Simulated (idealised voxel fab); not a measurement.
process module | voxel spacer lines
cross-section cut | 195 nm wide | cells 5 nm
A cross-section is a grid of square cells, given in bands from the top down. A band is one or more rows of cells.
Each band's line starts with the height of the band's top and of its bottom, in nm. Then come its materials from left to right, each with its width in nm. One material with "throughout" fills the band from edge to edge. "air" is empty space.
Height 0 is the level under which the wafer as received is all one material. The lowest band goes on downwards, as in "0 down".
A width such as "30 to 40" changes by the same amount from each row of cells to the next, from the band's top row to its bottom row.
"no change" after a step means that no cell of the cross-section changed.
closed voids: empty space of 8 cells or more with no open way to the top, each as width x height at its distance from the left edge, in nm
after a step's settings: what the simulator itself notes on the step
overlay nm, on a step with a mask: how far to the right of its planned place the mask lay; to the left if negative
plan
1 op RECEIVE | material Si
2 op CONFORMAL_DEP | material Al2O3 | thk nm 10
3 op DIRECTIONAL_DEP | material W | thk nm 15
4 op DIRECTIONAL_DEP | material polySi | thk nm 25
5 op PATTERN | tone cover | mask id MANDREL | material resist | width nm 20 | pitch nm 60 | thk nm 30 | overlay nm 0
6 op DIRECTIONAL_ETCH | etch materials polySi | depth nm 25
7 op STRIP | etch materials resist
8 op CONFORMAL_DEP | material SiO2 | thk nm 10
9 op DIRECTIONAL_ETCH | etch materials SiO2 | depth nm 10
10 op STRIP | etch materials polySi
11 op DIRECTIONAL_ETCH | etch materials W | depth nm 15
12 op STRIP | etch materials SiO2
as received, after step 1
  0 down: Si throughout
  closed voids: none
a wafer at the end: this start, this plan, one mistake
  25 to 10: air 20 | W 10 | air 15 | W 10 | air 25 | W 10 | air 15 | W 10 | air 25 | W 10 | air 15 | W 10 | air 20
  10 to 0: Al2O3 throughout
  0 down: Si throughout
  closed voids: none
what went wrong: step 5 ran as: op PATTERN | tone cover | mask id MANDREL | material resist | width nm 15 | pitch nm 60 | thk nm 30 | overlay nm 0
